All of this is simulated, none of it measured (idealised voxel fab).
Proc. module: voxel ribs on slabs
We display cut, a cross-section 215 nm in width whose square cells are each 5 nm.
Cross-sections here: square-cell grids, written as top-down lists of bands, a band being one or more rows of cells.
Look at the band entry: it leads with the top's height and the bottom's height in nm. Then it lists the materials left to right, with a width in nm for each. The word "throughout" on a single material says that material fills the band edge to edge. The word "air" is empty space.
All heights in this document are referenced to 0, defined as the level beneath which the wafer, as received, consists entirely of one material. The lowest band is not bounded below; it extends indefinitely downward and is written in the form "0 down".
The expression "30..40" gives the width at the extremes of the band, the first number at its top row of cells and the second at its bottom row, with the width changing by equal amounts from each row to the next in between.
Given "remained the same" for a step, no cell of the cross-section differs between before and after that step.
"Sealed internal voids" enumerates empty spaces isolated from the top, with no open way to it, that contain at least 8 cells, giving each as width x height at distance from the left edge, all three in nm.
Heads up: the bit after the settings on a step's line is the simulator's remark on that step.
On any step carrying a mask, the "overlay nm" setting, if present on the step's line, tells how far right of its planned place the mask lay; negative values point to the left.

Steps in the process plan:
1,op RECEIVE | material Si
2,op DIRECTIONAL_DEP | material SiO2 | thk nm 20
3,op DIRECTIONAL_DEP | material polySi | thk nm 25
4,op PATTERN | tone cover | mask id RIB | material resist | width nm 30 | thk nm 20 | overlay nm 0
5,op DIRECTIONAL_ETCH | etch materials polySi | depth nm 20
6,op STRIP | etch materials resist
7,op MASKED_ETCH | tone cover | mask id SLAB | width nm 70 | etch materials polySi | depth nm 5 | overlay nm 0
8,op FILL_DEP | material SiO2 | thk nm 25
9,op CMP | height nm 65
10,op DIRECTIONAL_DEP | material W | thk nm 10
11,op MASKED_ETCH | tone cover | mask id HEATER | width nm 40 | etch materials W | depth nm 10 | overlay nm 0
12,op CONFORMAL_DEP | material SiO2 | thk nm 10

Shown in cross-section is the wafer as received, that is, as it stands after step 1:
0 down  Si throughout
Sealed internal voids: none

As-planned run: cross-section of the first of two wafers at end of module:
85 to 75  air 75  SiO2 60  air 80
75 to 65  SiO2 85  W 40  SiO2 90
65 to 45  SiO2 throughout
45 to 25  SiO2 90  polySi 30  SiO2 95
25 to 20  SiO2 70  polySi 70  SiO2 75
20 to 0  SiO2 throughout
0 down  Si throughout
Sealed internal voids: none

Second wafer of the two, sectioned at the end of the module. It began like the first and followed the same plan, but one mistake was made while running it:
85 to 75  air 75  SiO2 60  air 80
75 to 65  SiO2 85  W 40  SiO2 90
65 to 25  SiO2 throughout
25 to 0  polySi throughout
0 down  Si throughout
Sealed internal voids: none
Processing error: steps 2 and 3 swapped
Wrapping up, a cell-based count of both wafers puts the second over or under the first for these materials: SiO2 -177, polySi +177
